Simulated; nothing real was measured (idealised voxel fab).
The process module presented herein is designated voxel capacitor over wiring.
FYI the section here is cut, 290 nm wide, cells are 5 nm squares.
Square cells in a grid make up a cross-section in this document, and the grid is given as bands, listed from the top down, each one or more rows of cells.
It is stipulated that each band's entry specify, in nanometres, the height of the top of the band and then that of its bottom, followed by the materials of the band in left-to-right sequence, each together with its width in nanometres. A single material marked by the word "all across" is understood to fill the band from edge to edge; the word "empty" is understood to denote empty space.
Beneath 0, the wafer as received is one material, and that level is where height counting begins. The lowest band goes on downward without a bottom; it is written like "0..down".
Think of "30 to 40" as a width that walks from the first number to the second as you go down the band, top row to bottom row, taking equal-sized steps from row to row.
"no alteration" -> step changed no cross-section cell.
For the entry "Fully enclosed voids", the listed items are empty spaces with no open way to the top whose size is 8 cells or more; each item follows the pattern width x height at distance, where distance is from the left edge and all three are in nm.
Read whatever lies past the settings on a step's line as the simulator's own remark about the step.
"overlay nm" denotes, for a step that has a mask, the displacement of the mask to the right of its planned place, with negative values corresponding to the left.
The following list gives the planned process steps:
1: RECEIVE: material Si
2: CONFORMAL_DEP: material SiO2, thk nm 10
3: DIRECTIONAL_DEP: material TiN, thk nm 5
4: DIRECTIONAL_DEP: material Ru, thk nm 25
5: PATTERN: tone cover, mask id METAL_1, material resist, width nm 25, pitch nm 95, thk nm 15, overlay nm 0
6: DIRECTIONAL_ETCH: etch materials Ru, depth nm 25
7: DIRECTIONAL_ETCH: etch materials TiN, depth nm 5
8: STRIP: etch materials resist
9: CONFORMAL_DEP: material SiCN, thk nm 5
10: FILL_DEP: material SiO2, thk nm 10
11: CMP: height nm 40
12: CONFORMAL_DEP: material SiCN, thk nm 5
13: DIRECTIONAL_DEP: material SiO2, thk nm 15
14: MASKED_ETCH: tone open, mask id PLUG_1, width nm 15, etch materials SiO2, depth nm 15, overlay nm 0
15: MASKED_ETCH: tone open, mask id PLUG_1, width nm 15, etch materials SiCN, depth nm 5, overlay nm 0
16: CONFORMAL_DEP: material TiN, thk nm 5
17: FILL_DEP: material W, thk nm 5
18: CMP: height nm 60
19: DIRECTIONAL_DEP: material TiN, thk nm 5
20: DIRECTIONAL_DEP: material SiN, thk nm 5
21: DIRECTIONAL_DEP: material TiN, thk nm 5
22: DIRECTIONAL_DEP: material aC, thk nm 10
23: PATTERN: tone cover, mask id UPPER_PLATE, material resist, width nm 75, thk nm 25, overlay nm 0
24: DIRECTIONAL_ETCH: etch materials aC, depth nm 10
25: STRIP: etch materials resist
26: DIRECTIONAL_ETCH: etch materials TiN, depth nm 5
27: DIRECTIONAL_ETCH: etch materials SiN, depth nm 5
28: STRIP: etch materials aC
29: MASKED_ETCH: tone cover, mask id LOWER_PLATE, width nm 85, etch materials TiN, depth nm 5, overlay nm 0
30: FILL_DEP: material SiO2, thk nm 15
31: CMP: height nm 85
32: DIRECTIONAL_DEP: material aC, thk nm 15
33: PATTERN: tone open, mask id PLUG_2, material resist, width nm 15, thk nm 30, overlay nm 0
34: DIRECTIONAL_ETCH: etch materials aC, depth nm 15
35: STRIP: etch materials resist
36: DIRECTIONAL_ETCH: etch materials SiO2, depth nm 10
37: STRIP: etch materials aC
38: CONFORMAL_DEP: material TiN, thk nm 5
39: FILL_DEP: material W, thk nm 5
40: CMP: height nm 85
41: CONFORMAL_DEP: material SiN, thk nm 5
Shown in cross-section is the wafer as received, that is, as it stands after step 1:
	0..down: Si all across
	Fully enclosed voids: none
Final wafer profile in cross-section after the module, from the same start and plan as above, with one mistake made during processing:
	90..85: SiN all across
	85..80: 105 nm SiO2, 5 nm TiN, 5 nm W, 5 nm TiN, 170 nm SiO2
	80..70: 105 to 95 nm SiO2, 15 to 75 nm TiN, 170 to 120 nm SiO2
	70..65: 95 nm SiO2, 75 nm SiN, 120 nm SiO2
	65..60: 90 nm SiO2, 85 nm TiN, 115 nm SiO2
	60..45: 95 nm SiO2, 5 nm TiN, 5 nm W, 5 nm TiN, 180 nm SiO2
	45..40: 95 nm SiCN, 15 nm TiN, 180 nm SiCN
	40..20: 80 nm SiO2, 5 nm SiCN, 25 nm Ru, 5 nm SiCN, 60 nm SiO2, 5 nm SiCN, 25 nm Ru, 5 nm SiCN, 80 nm SiO2
	20..15: 85 nm SiCN, 25 nm Ru, 70 nm SiCN, 25 nm Ru, 85 nm SiCN
	15..0: SiO2 all across
	0..down: Si all across
	Fully enclosed voids: none
What was the processing mistake? contrary to plan, step 3 was performed as DIRECTIONAL_DEP: material SiO2, thk nm 5
